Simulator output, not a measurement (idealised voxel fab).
process module | voxel wiring stack
cross-section cut | 175 nm wide | cells 5 nm
A cross-section is a grid of square cells, given in bands from the top down. A band is one or more rows of cells.
Each band's line starts with the height of the band's top and of its bottom, in nm. Then come its materials from left to right, each with its width in nm. One material with "throughout" fills the band from edge to edge. "air" is empty space.
Height 0 is the level under which the wafer as received is all one material. The lowest band goes on downwards, as in "0 down".
A width such as "30 to 40" changes by the same amount from each row of cells to the next, from the band's top row to its bottom row.
"no change" after a step means that no cell of the cross-section changed.
closed voids: empty space of 8 cells or more with no open way to the top, each as width x height at its distance from the left edge, in nm
after a step's settings: what the simulator itself notes on the step
overlay nm, on a step with a mask: how far to the right of its planned place the mask lay; to the left if negative
plan
1 op RECEIVE | material Si
2 op CONFORMAL_DEP | material SiO2 | thk nm 15
3 op DIRECTIONAL_DEP | material TiN | thk nm 5
4 op DIRECTIONAL_DEP | material Ru | thk nm 25
5 op DIRECTIONAL_DEP | material aC | thk nm 15
6 op PATTERN | tone cover | mask id METAL_1 | material resist | width nm 30 | pitch nm 50 | thk nm 30 | overlay nm 0
7 op DIRECTIONAL_ETCH | etch materials aC | depth nm 15
8 op STRIP | etch materials resist
9 op DIRECTIONAL_ETCH | etch materials Ru | depth nm 25
10 op DIRECTIONAL_ETCH | etch materials TiN | depth nm 5
11 op STRIP | etch materials aC
12 op FILL_DEP | material lowk | thk nm 10
13 op CMP | height nm 45
14 op CONFORMAL_DEP | material SiCN | thk nm 5
15 op DIRECTIONAL_DEP | material SiO2 | thk nm 30
16 op MASKED_ETCH | tone open | mask id METAL_2 | width nm 30 | pitch nm 50 | etch materials SiO2 | depth nm 15 | overlay nm 0
17 op PATTERN | tone open | mask id METAL_2_HOLES | material resist | width nm 15 | pitch nm 50 | thk nm 20 | overlay nm 0
18 op DIRECTIONAL_ETCH | etch materials SiO2 | depth nm 15
19 op DIRECTIONAL_ETCH | etch materials SiCN | depth nm 5
20 op STRIP | etch materials resist
21 op CONFORMAL_DEP | material TiN | thk nm 5
22 op FILL_DEP | material Ru | thk nm 10
23 op CMP | height nm 80
24 op CONFORMAL_DEP | material SiCN | thk nm 5
25 op DIRECTIONAL_DEP | material lowk | thk nm 10
26 op PATTERN | tone open | mask id PLUG_2 | material resist | width nm 15 | thk nm 20 | overlay nm 0
27 op DIRECTIONAL_ETCH | etch materials lowk | depth nm 10
28 op DIRECTIONAL_ETCH | etch materials SiCN | depth nm 5
29 op STRIP | etch materials resist
30 op EPI | material Ru | thk nm 10
31 op EPI | material Ru | thk nm 5
32 op DIRECTIONAL_DEP | material TiN | thk nm 5
33 op DIRECTIONAL_DEP | material Ru | thk nm 20
34 op DIRECTIONAL_DEP | material aC | thk nm 10
35 op PATTERN | tone cover | mask id METAL_3 | material resist | width nm 30 | pitch nm 50 | thk nm 30 | overlay nm 0
36 op DIRECTIONAL_ETCH | etch materials aC | depth nm 10
37 op STRIP | etch materials resist
38 op DIRECTIONAL_ETCH | etch materials Ru | depth nm 20
39 op DIRECTIONAL_ETCH | etch materials TiN | depth nm 5
40 op STRIP | etch materials aC
41 op FILL_DEP | material lowk | thk nm 5
42 op CMP | height nm 120
43 op CONFORMAL_DEP | material SiCN | thk nm 5
first wafer, as planned
as received, after step 1
  0 down: Si throughout
  closed voids: none
after step 2
  15 to 0: SiO2 throughout
  below 0: unchanged
after step 3
  20 to 15: TiN throughout
  below 15: unchanged
after step 4
  45 to 20: Ru throughout
  below 20: unchanged
after step 5
  60 to 45: aC throughout
  below 45: unchanged
after step 6
  90 to 60: air 45 | resist 30 | air 20 | resist 30 | air 50
  below 60: unchanged
after step 7
  75 to 60: air 45 | resist 30 | air 20 | resist 30 | air 50
  60 to 45: air 45 | aC 30 | air 20 | aC 30 | air 50
  below 45: unchanged
after step 8
  60 to 45: air 45 | aC 30 | air 20 | aC 30 | air 50
  below 45: unchanged
after step 9
  60 to 45: air 45 | aC 30 | air 20 | aC 30 | air 50
  45 to 20: air 45 | Ru 30 | air 20 | Ru 30 | air 50
  below 20: unchanged
after step 10
  60 to 45: air 45 | aC 30 | air 20 | aC 30 | air 50
  45 to 20: air 45 | Ru 30 | air 20 | Ru 30 | air 50
  20 to 15: air 45 | TiN 30 | air 20 | TiN 30 | air 50
  below 15: unchanged
after step 11
  45 to 20: air 45 | Ru 30 | air 20 | Ru 30 | air 50
  below 20: unchanged
after step 12
  55 to 45: lowk throughout
  45 to 20: lowk 45 | Ru 30 | lowk 20 | Ru 30 | lowk 50
  20 to 15: lowk 45 | TiN 30 | lowk 20 | TiN 30 | lowk 50
  below 15: unchanged
after step 13
  45 to 20: lowk 45 | Ru 30 | lowk 20 | Ru 30 | lowk 50
  below 20: unchanged
after step 14
  50 to 45: SiCN throughout
  below 45: unchanged
after step 15
  80 to 50: SiO2 throughout
  below 50: unchanged
after step 16
  80 to 65: SiO2 45 | air 30 | SiO2 20 | air 30 | SiO2 50
  below 65: unchanged
after step 17
  100 to 80: resist 45 | air 15 | resist 35 | air 15 | resist 65
  80 to 65: SiO2 45 | air 15 | resist 15 | SiO2 20 | air 15 | resist 15 | SiO2 50
  below 65: unchanged
after step 18
  100 to 80: resist 45 | air 15 | resist 35 | air 15 | resist 65
  80 to 65: SiO2 45 | air 15 | resist 15 | SiO2 20 | air 15 | resist 15 | SiO2 50
  65 to 50: SiO2 45 | air 15 | SiO2 35 | air 15 | SiO2 65
  below 50: unchanged
after step 19
  100 to 80: resist 45 | air 15 | resist 35 | air 15 | resist 65
  80 to 65: SiO2 45 | air 15 | resist 15 | SiO2 20 | air 15 | resist 15 | SiO2 50
  65 to 50: SiO2 45 | air 15 | SiO2 35 | air 15 | SiO2 65
  50 to 45: SiCN 45 | air 15 | SiCN 35 | air 15 | SiCN 65
  below 45: unchanged
after step 20
  80 to 65: SiO2 45 | air 30 | SiO2 20 | air 30 | SiO2 50
  below 65: unchanged
after step 21
  85 to 80: TiN 50 | air 20 | TiN 30 | air 20 | TiN 55
  80 to 70: SiO2 45 | TiN 5 | air 20 | TiN 5 | SiO2 20 | TiN 5 | air 20 | TiN 5 | SiO2 50
  70 to 65: SiO2 45 | TiN 5 | air 5 | TiN 20 | SiO2 20 | TiN 5 | air 5 | TiN 20 | SiO2 50
  65 to 50: SiO2 45 | TiN 5 | air 5 | TiN 5 | SiO2 35 | TiN 5 | air 5 | TiN 5 | SiO2 65
  50 to 45: SiCN 45 | TiN 15 | SiCN 35 | TiN 15 | SiCN 65
  below 45: unchanged
after step 22
  95 to 85: Ru throughout
  85 to 80: TiN 50 | Ru 20 | TiN 30 | Ru 20 | TiN 55
  80 to 70: SiO2 45 | TiN 5 | Ru 20 | TiN 5 | SiO2 20 | TiN 5 | Ru 20 | TiN 5 | SiO2 50
  70 to 65: SiO2 45 | TiN 5 | Ru 5 | TiN 20 | SiO2 20 | TiN 5 | Ru 5 | TiN 20 | SiO2 50
  65 to 50: SiO2 45 | TiN 5 | Ru 5 | TiN 5 | SiO2 35 | TiN 5 | Ru 5 | TiN 5 | SiO2 65
  below 50: unchanged
after step 23
  80 to 70: SiO2 45 | TiN 5 | Ru 20 | TiN 5 | SiO2 20 | TiN 5 | Ru 20 | TiN 5 | SiO2 50
  below 70: unchanged
after step 24
  85 to 80: SiCN throughout
  below 80: unchanged
after step 25
  95 to 85: lowk throughout
  below 85: unchanged
after step 26
  115 to 95: resist 45 | air 15 | resist 115
  below 95: unchanged
after step 27
  115 to 95: resist 45 | air 15 | resist 115
  95 to 85: lowk 45 | air 15 | lowk 115
  below 85: unchanged
after step 28
  115 to 95: resist 45 | air 15 | resist 115
  95 to 85: lowk 45 | air 15 | lowk 115
  85 to 80: SiCN 45 | air 15 | SiCN 115
  below 80: unchanged
after step 29
  95 to 85: lowk 45 | air 15 | lowk 115
  below 85: unchanged
after step 30
  95 to 90: lowk 45 | air 15 | lowk 115
  90 to 85: lowk 45 | Ru 15 | lowk 115
  85 to 80: SiCN 45 | Ru 15 | SiCN 115
  below 80: unchanged
after step 31
  95 to 85: lowk 45 | Ru 15 | lowk 115
  below 85: unchanged
after step 32
  100 to 95: TiN throughout
  below 95: unchanged
after step 33
  120 to 100: Ru throughout
  below 100: unchanged
after step 34
  130 to 120: aC throughout
  below 120: unchanged
after step 35
  160 to 130: air 45 | resist 30 | air 20 | resist 30 | air 50
  below 130: unchanged
after step 36
  150 to 130: air 45 | resist 30 | air 20 | resist 30 | air 50
  130 to 120: air 45 | aC 30 | air 20 | aC 30 | air 50
  below 120: unchanged
after step 37
  130 to 120: air 45 | aC 30 | air 20 | aC 30 | air 50
  below 120: unchanged
after step 38
  130 to 120: air 45 | aC 30 | air 20 | aC 30 | air 50
  120 to 100: air 45 | Ru 30 | air 20 | Ru 30 | air 50
  below 100: unchanged
after step 39
  130 to 120: air 45 | aC 30 | air 20 | aC 30 | air 50
  120 to 100: air 45 | Ru 30 | air 20 | Ru 30 | air 50
  100 to 95: air 45 | TiN 30 | air 20 | TiN 30 | air 50
  below 95: unchanged
after step 40
  120 to 100: air 45 | Ru 30 | air 20 | Ru 30 | air 50
  below 100: unchanged
after step 41
  125 to 120: lowk throughout
  120 to 100: lowk 45 | Ru 30 | lowk 20 | Ru 30 | lowk 50
  100 to 95: lowk 45 | TiN 30 | lowk 20 | TiN 30 | lowk 50
  below 95: unchanged
after step 42
  120 to 100: lowk 45 | Ru 30 | lowk 20 | Ru 30 | lowk 50
  below 100: unchanged
after step 43
  125 to 120: SiCN throughout
  below 120: unchanged
second wafer: like start, like plan, one mistake. Through step 42 it matches the first wafer
when step 43 should have ended
  135 to 120: SiCN throughout
  below 120: unchanged
what went wrong: step 43 ran as: op CONFORMAL_DEP | material SiCN | thk nm 15
at the end the second wafer has, in cells: 70 more of SiCN
